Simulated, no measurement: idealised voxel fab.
Process module name: voxel transistor to metal
The cross-section on display is named cut; it measures 210 nm wide, and its cells are 5 nm squares.
Bands, listed from the top down, are how a cross-section gets written in this document; the cross-section itself is a grid of square cells, and a band is one or more rows of them.
Each band's line starts with the height of the band's top and of its bottom, in nm. Then come its materials from left to right, each with its width in nm. One material with "edge to edge" fills the band from edge to edge. "blank" is empty space.
Heights are measured from 0, the level below which the as-received wafer is all one material; the lowest band has no bottom and continues downward, written as in "0 down".
Width spec "30->40" -> top row of cells at first value, bottom row at second value, equal per-row change in between.
Reading "nothing different" for a step: not a cell of the cross-section changed in it.
Entry "Trapped void list". Content: empty spaces with no open connection to the top, size 8 cells or greater. Each: width x height at distance. Distance: from left edge. Unit: nm.
Heads up: the bit after the settings on a step's line is the simulator's remark on that step.
"overlay nm" answers the question of how far to the right of plan the mask lay on a step that has a mask, and when it is negative the answer is to the left.
# Listed below are the process steps as planned
1,RECEIVE,material Si
2,CONFORMAL_DEP,material SiO2,thk nm 5
3,CONFORMAL_DEP,material SiN,thk nm 15
4,DIRECTIONAL_DEP,material aC,thk nm 10
5,PATTERN,tone cover,mask id ACTIVE,material resist,width nm 85,thk nm 30,overlay nm 0
6,DIRECTIONAL_ETCH,etch materials aC,depth nm 10
7,STRIP,etch materials resist
8,DIRECTIONAL_ETCH,etch materials SiN,depth nm 15
9,DIRECTIONAL_ETCH,etch materials SiO2,depth nm 5
10,DIRECTIONAL_ETCH,etch materials Si,depth nm 25
11,STRIP,etch materials aC
12,OXIDIZE,depth nm 5
13,FILL_DEP,material SiO2,thk nm 15
14,CMP,height nm 20
15,SELECTIVE_ETCH,etch materials SiO2,depth nm 5
16,STRIP,etch materials SiN
17,SELECTIVE_ETCH,etch materials SiO2,depth nm 5
18,OXIDIZE,depth nm 5
19,DIRECTIONAL_DEP,material polySi,thk nm 20
20,DIRECTIONAL_DEP,material SiCN,thk nm 15
21,MASKED_ETCH,tone cover,mask id GATE,width nm 15,etch materials SiCN,depth nm 25,overlay nm 0
22,MASKED_ETCH,tone cover,mask id GATE,width nm 15,etch materials polySi,depth nm 30,overlay nm 0
23,CONFORMAL_DEP,material SiO2,thk nm 5
24,DIRECTIONAL_ETCH,etch materials SiO2,depth nm 5
25,CONFORMAL_DEP,material SiN,thk nm 5
26,DIRECTIONAL_ETCH,etch materials SiN,depth nm 5
27,DIRECTIONAL_ETCH,etch materials SiO2,depth nm 5
28,DIRECTIONAL_ETCH,etch materials Si,depth nm 5
29,EPI,material pSi,thk nm 10
30,FILL_DEP,material SiO2,thk nm 5
31,CMP,height nm 35
32,DIRECTIONAL_DEP,material SiO2,thk nm 15
33,PATTERN,tone open,mask id CONTACT,material resist,width nm 25,pitch nm 50,thk nm 15,overlay nm 0
34,DIRECTIONAL_ETCH,etch materials SiO2,depth nm 50
35,STRIP,etch materials resist
36,CONFORMAL_DEP,material TiN,thk nm 5
37,FILL_DEP,material Ru,thk nm 10
38,CMP,height nm 50
39,CONFORMAL_DEP,material SiCN,thk nm 5
40,DIRECTIONAL_DEP,material lowk,thk nm 15
41,DIRECTIONAL_DEP,material aC,thk nm 15
42,PATTERN,tone open,mask id METAL_1,material resist,width nm 15,pitch nm 60,thk nm 30,overlay nm 0
43,DIRECTIONAL_ETCH,etch materials aC,depth nm 15
44,STRIP,etch materials resist
45,DIRECTIONAL_ETCH,etch materials lowk,depth nm 15
46,DIRECTIONAL_ETCH,etch materials SiCN,depth nm 5
47,STRIP,etch materials aC
48,CONFORMAL_DEP,material TiN,thk nm 5
49,FILL_DEP,material Ru,thk nm 10
50,CMP,height nm 70
51,CONFORMAL_DEP,material SiCN,thk nm 5
52,DIRECTIONAL_DEP,material SiO2,thk nm 35
53,DIRECTIONAL_DEP,material aC,thk nm 15
54,PATTERN,tone open,mask id METAL_2,material resist,width nm 15,pitch nm 60,thk nm 35,overlay nm 0
55,DIRECTIONAL_ETCH,etch materials aC,depth nm 15
56,STRIP,etch materials resist
57,DIRECTIONAL_ETCH,etch materials SiO2,depth nm 20
58,STRIP,etch materials aC
59,MASKED_ETCH,tone open,mask id METAL_2_HOLES,width nm 15,pitch nm 60,etch materials SiO2,depth nm 15,overlay nm 0
60,MASKED_ETCH,tone open,mask id METAL_2_HOLES,width nm 15,pitch nm 60,etch materials SiCN,depth nm 5,overlay nm 0
61,CONFORMAL_DEP,material TiN,thk nm 5
62,FILL_DEP,material Cu,thk nm 5
63,CMP,height nm 110
64,CONFORMAL_DEP,material SiN,thk nm 5
# Shown in cross-section is the wafer as received, that is, as it stands after step 1
- 0 down | Si edge to edge
- Trapped void list: none
# Module complete, cross-section. Starting point and plan per above. One mistake made in running the module
- 115 to 110 | SiN edge to edge
- 110 to 75 | 65 SiO2, 5 TiN, 5 Cu, 5 TiN, 45 SiO2, 5 TiN, 5 Cu, 5 TiN, 70 SiO2
- 75 to 70 | 65 SiCN, 15 TiN, 45 SiCN, 15 TiN, 70 SiCN
- 70 to 55 | 65 lowk, 5 TiN, 5 Ru, 5 TiN, 45 lowk, 5 TiN, 5 Ru, 5 TiN, 70 lowk
- 55 to 50 | 65 SiCN, 15 TiN, 45 SiCN, 15 TiN, 70 SiCN
- 50 to 40 | 65 SiO2, 5 TiN, 15 Ru, 5 TiN, 25 SiO2, 5 TiN, 15 Ru, 5 TiN, 70 SiO2
- 40 to 35 | 65 SiO2, 25 TiN, 25 SiO2, 25 TiN, 70 SiO2
- 35 to 30 | 95 SiCN, 5 SiO2, 5 SiN, 5 SiO2, 100 SiCN
- 30 to 20 | 55 polySi, 40 SiCN, 5 SiO2, 5 SiN, 5 SiO2, 40 SiCN, 60 polySi
- 20 to 10 | polySi edge to edge
- 10 to 0 | 55 SiO2, 95 polySi, 60 SiO2
- 0 to -5 | SiO2 edge to edge
- -5 to -30 | 65 SiO2, 75 Si, 70 SiO2
- -30 down | Si edge to edge
- Trapped void list: none
Run error: off-plan run, step 21, actual operation and settings MASKED_ETCH,tone open,mask id GATE,width nm 15,etch materials SiCN,depth nm 25,overlay nm 0
